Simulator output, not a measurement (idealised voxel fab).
The process module presented herein is designated voxel gate over fins.
We display cut, a cross-section 290 nm in width whose square cells are each 5 nm.
How to read a cross-section here: the picture is a grid of square cells, written as bands going from the top down, and any band can span one or more rows of cells. Read a band's entry like this: the first values are the height of its top and the height of its bottom in nm, and what follows is the sequence of materials from left to right, each with its width in nm. Note that "empty" is empty space, and that a single material marked "all across" reaches across the band from edge to edge. Height is counted from the level 0, under which the received wafer is composed throughout of one material. The lowest of the bands is not closed at the bottom but continues downward, in the notation "0 down". It should be noted that a width expressed as "30..40" varies in equal increments from row to row of cells within the band, taking the value of the first number at the top row and that of the second number at the bottom row. What does "everything unchanged" mean for a step? It means no cell of the cross-section changed in that step. Basically, "Trapped voids" tells you about the enclosed voids: empty spaces with no open way to the top, 8 cells or bigger, each written width x height at distance, where distance is from the left edge, all in nm. Post-settings text on a step line: simulator's own remark regarding the step. overlay nm: mask right of planned place by this much (step with mask). Neg. = left.
Here's what the planned process steps look like
step 1: RECEIVE with material Si
step 2: CONFORMAL_DEP with material SiN, thk nm 5
step 3: PATTERN with tone cover, mask id FINS, material resist, width nm 15, pitch nm 35, thk nm 20, overlay nm 0
step 4: DIRECTIONAL_ETCH with etch materials SiN, depth nm 5
step 5: DIRECTIONAL_ETCH with etch materials Si, depth nm 35
step 6: STRIP with etch materials resist
step 7: FILL_DEP with material SiO2, thk nm 5
step 8: CMP with height nm 5
step 9: SELECTIVE_ETCH with etch materials SiO2, depth nm 20
step 10: STRIP with etch materials SiN
step 11: CONFORMAL_DEP with material HfO2, thk nm 5
step 12: CONFORMAL_DEP with material TiN, thk nm 5
step 13: CONFORMAL_DEP with material TiAl, thk nm 5
step 14: CONFORMAL_DEP with material TiN, thk nm 5
step 15: FILL_DEP with material W, thk nm 10
step 16: CMP with height nm 25
step 17: CONFORMAL_DEP with material SiCN, thk nm 5
Wafer, first of two, run as planned
Cross-section of the wafer as it came to us, i.e., already through step 1
0 down: Si all across
Trapped voids: none
Presented here is a cross-section of the wafer after step 2 has been performed
5 to 0: SiN all across
Under the height 0 nothing was changed.
Presented here is a cross-section of the wafer after step 3 has been performed
25 to 5: 100 nm empty, then 15 nm resist, then 20 nm empty, then 15 nm resist, then 20 nm empty, then 15 nm resist, then 105 nm empty
Under the height 5 nothing was changed.
Presented here is a cross-section of the wafer after step 4 has been performed
25 to 5: 100 nm empty, then 15 nm resist, then 20 nm empty, then 15 nm resist, then 20 nm empty, then 15 nm resist, then 105 nm empty
5 to 0: 100 nm empty, then 15 nm SiN, then 20 nm empty, then 15 nm SiN, then 20 nm empty, then 15 nm SiN, then 105 nm empty
Under the height 0 nothing was changed.
Presented here is a cross-section of the wafer after step 5 has been performed
25 to 5: 100 nm empty, then 15 nm resist, then 20 nm empty, then 15 nm resist, then 20 nm empty, then 15 nm resist, then 105 nm empty
5 to 0: 100 nm empty, then 15 nm SiN, then 20 nm empty, then 15 nm SiN, then 20 nm empty, then 15 nm SiN, then 105 nm empty
0 to -35: 100 nm empty, then 15 nm Si, then 20 nm empty, then 15 nm Si, then 20 nm empty, then 15 nm Si, then 105 nm empty
Under the height -35 nothing was changed.
Presented here is a cross-section of the wafer after step 6 has been performed
5 to 0: 100 nm empty, then 15 nm SiN, then 20 nm empty, then 15 nm SiN, then 20 nm empty, then 15 nm SiN, then 105 nm empty
Under the height 0 nothing was changed.
Presented here is a cross-section of the wafer after step 7 has been performed
10 to 5: SiO2 all across
5 to 0: 100 nm SiO2, then 15 nm SiN, then 20 nm SiO2, then 15 nm SiN, then 20 nm SiO2, then 15 nm SiN, then 105 nm SiO2
0 to -35: 100 nm SiO2, then 15 nm Si, then 20 nm SiO2, then 15 nm Si, then 20 nm SiO2, then 15 nm Si, then 105 nm SiO2
Under the height -35 nothing was changed.
Presented here is a cross-section of the wafer after step 8 has been performed
5 to 0: 100 nm SiO2, then 15 nm SiN, then 20 nm SiO2, then 15 nm SiN, then 20 nm SiO2, then 15 nm SiN, then 105 nm SiO2
Under the height 0 nothing was changed.
Presented here is a cross-section of the wafer after step 9 has been performed
5 to 0: 100 nm empty, then 15 nm SiN, then 20 nm empty, then 15 nm SiN, then 20 nm empty, then 15 nm SiN, then 105 nm empty
0 to -15: 100 nm empty, then 15 nm Si, then 20 nm empty, then 15 nm Si, then 20 nm empty, then 15 nm Si, then 105 nm empty
Under the height -15 nothing was changed.
Presented here is a cross-section of the wafer after step 10 has been performed
0 to -15: 100 nm empty, then 15 nm Si, then 20 nm empty, then 15 nm Si, then 20 nm empty, then 15 nm Si, then 105 nm empty
Under the height -15 nothing was changed.
Presented here is a cross-section of the wafer after step 11 has been performed
5 to 0: 95 nm empty, then 25 nm HfO2, then 10 nm empty, then 25 nm HfO2, then 10 nm empty, then 25 nm HfO2, then 100 nm empty
0 to -10: 95 nm empty, then 5 nm HfO2, then 15 nm Si, then 5 nm HfO2, then 10 nm empty, then 5 nm HfO2, then 15 nm Si, then 5 nm HfO2, then 10 nm empty, then 5 nm HfO2, then 15 nm Si, then 5 nm HfO2, then 100 nm empty
-10 to -15: 100 nm HfO2, then 15 nm Si, then 20 nm HfO2, then 15 nm Si, then 20 nm HfO2, then 15 nm Si, then 105 nm HfO2
Under the height -15 nothing was changed.
Presented here is a cross-section of the wafer after step 12 has been performed
10 to 5: 90 nm empty, then 105 nm TiN, then 95 nm empty
5 to 0: 90 nm empty, then 5 nm TiN, then 25 nm HfO2, then 10 nm TiN, then 25 nm HfO2, then 10 nm TiN, then 25 nm HfO2, then 5 nm TiN, then 95 nm empty
0 to -5: 90 nm empty, then 5 nm TiN, then 5 nm HfO2, then 15 nm Si, then 5 nm HfO2, then 10 nm TiN, then 5 nm HfO2, then 15 nm Si, then 5 nm HfO2, then 10 nm TiN, then 5 nm HfO2, then 15 nm Si, then 5 nm HfO2, then 5 nm TiN, then 95 nm empty
-5 to -10: 95 nm TiN, then 5 nm HfO2, then 15 nm Si, then 5 nm HfO2, then 10 nm TiN, then 5 nm HfO2, then 15 nm Si, then 5 nm HfO2, then 10 nm TiN, then 5 nm HfO2, then 15 nm Si, then 5 nm HfO2, then 100 nm TiN
Under the height -10 nothing was changed.
Presented here is a cross-section of the wafer after step 13 has been performed
15 to 10: 85 nm empty, then 115 nm TiAl, then 90 nm empty
10 to 5: 85 nm empty, then 5 nm TiAl, then 105 nm TiN, then 5 nm TiAl, then 90 nm empty
5 to 0: 85 nm empty, then 5 nm TiAl, then 5 nm TiN, then 25 nm HfO2, then 10 nm TiN, then 25 nm HfO2, then 10 nm TiN, then 25 nm HfO2, then 5 nm TiN, then 5 nm TiAl, then 90 nm empty
0 to -5: 90 nm TiAl, then 5 nm TiN, then 5 nm HfO2, then 15 nm Si, then 5 nm HfO2, then 10 nm TiN, then 5 nm HfO2, then 15 nm Si, then 5 nm HfO2, then 10 nm TiN, then 5 nm HfO2, then 15 nm Si, then 5 nm HfO2, then 5 nm TiN, then 95 nm TiAl
Under the height -5 nothing was changed.
Presented here is a cross-section of the wafer after step 14 has been performed
20 to 15: 80 nm empty, then 125 nm TiN, then 85 nm empty
15 to 10: 80 nm empty, then 5 nm TiN, then 115 nm TiAl, then 5 nm TiN, then 85 nm empty
10 to 5: 80 nm empty, then 5 nm TiN, then 5 nm TiAl, then 105 nm TiN, then 5 nm TiAl, then 5 nm TiN, then 85 nm empty
5 to 0: 85 nm TiN, then 5 nm TiAl, then 5 nm TiN, then 25 nm HfO2, then 10 nm TiN, then 25 nm HfO2, then 10 nm TiN, then 25 nm HfO2, then 5 nm TiN, then 5 nm TiAl, then 90 nm TiN
Under the height 0 nothing was changed.
Presented here is a cross-section of the wafer after step 15 has been performed
30 to 20: W all across
20 to 15: 80 nm W, then 125 nm TiN, then 85 nm W
15 to 10: 80 nm W, then 5 nm TiN, then 115 nm TiAl, then 5 nm TiN, then 85 nm W
10 to 5: 80 nm W, then 5 nm TiN, then 5 nm TiAl, then 105 nm TiN, then 5 nm TiAl, then 5 nm TiN, then 85 nm W
Under the height 5 nothing was changed.
Presented here is a cross-section of the wafer after step 16 has been performed
25 to 20: W all across
Under the height 20 nothing was changed.
Presented here is a cross-section of the wafer after step 17 has been performed
30 to 25: SiCN all across
Under the height 25 nothing was changed.
The second wafer began exactly as the first did and followed the same plan, but one mistake was made while running it; through step 8 inclusive, the two wafers are identical
X-section, second wafer, when step 9 was due to finish
5 to 0: 100 nm empty, then 15 nm SiN, then 20 nm empty, then 15 nm SiN, then 20 nm empty, then 15 nm SiN, then 105 nm empty
0 to -5: 100 nm empty, then 15 nm Si, then 20 nm empty, then 15 nm Si, then 20 nm empty, then 15 nm Si, then 105 nm empty
Under the height -5 nothing was changed.
X-section, second wafer, when step 10 was due to finish
0 to -5: 100 nm empty, then 15 nm Si, then 20 nm empty, then 15 nm Si, then 20 nm empty, then 15 nm Si, then 105 nm empty
Under the height -5 nothing was changed.
X-section, second wafer, when step 11 was due to finish
5 to 0: 95 nm empty, then 25 nm HfO2, then 10 nm empty, then 25 nm HfO2, then 10 nm empty, then 25 nm HfO2, then 100 nm empty
0 to -5: 100 nm HfO2, then 15 nm Si, then 20 nm HfO2, then 15 nm Si, then 20 nm HfO2, then 15 nm Si, then 105 nm HfO2
Under the height -5 nothing was changed.
X-section, second wafer, when step 12 was due to finish
10 to 5: 90 nm empty, then 105 nm TiN, then 95 nm empty
5 to 0: 95 nm TiN, then 25 nm HfO2, then 10 nm TiN, then 25 nm HfO2, then 10 nm TiN, then 25 nm HfO2, then 100 nm TiN
Under the height 0 nothing was changed.
X-section, second wafer, when step 13 was due to finish
15 to 10: 85 nm empty, then 115 nm TiAl, then 90 nm empty
10 to 5: 90 nm TiAl, then 105 nm TiN, then 95 nm TiAl
Under the height 5 nothing was changed.
X-section, second wafer, when step 14 was due to finish
20 to 15: 80 nm empty, then 125 nm TiN, then 85 nm empty
15 to 10: 85 nm TiN, then 115 nm TiAl, then 90 nm TiN
Under the height 10 nothing was changed.
X-section, second wafer, when step 15 was due to finish
30 to 20: W all across
20 to 15: 80 nm W, then 125 nm TiN, then 85 nm W
Under the height 15 nothing was changed.
X-section, second wafer, when step 16 was due to finish
25 to 20: W all across
Under the height 20 nothing was changed.
X-section, second wafer, when step 17 was due to finish
30 to 25: SiCN all across
Under the height 25 nothing was changed.
What was done differently from what was planned? it should be noted that step 9 was executed with settings other than those planned, the operation and settings actually applied being SELECTIVE_ETCH with etch materials SiO2, depth nm 10
Final wafer comparison in cells, second versus first, more or fewer per material: HfO2: 12 fewer, SiO2: 98 more, TiAl: 4 fewer, TiN: 16 fewer, W: 66 fewer
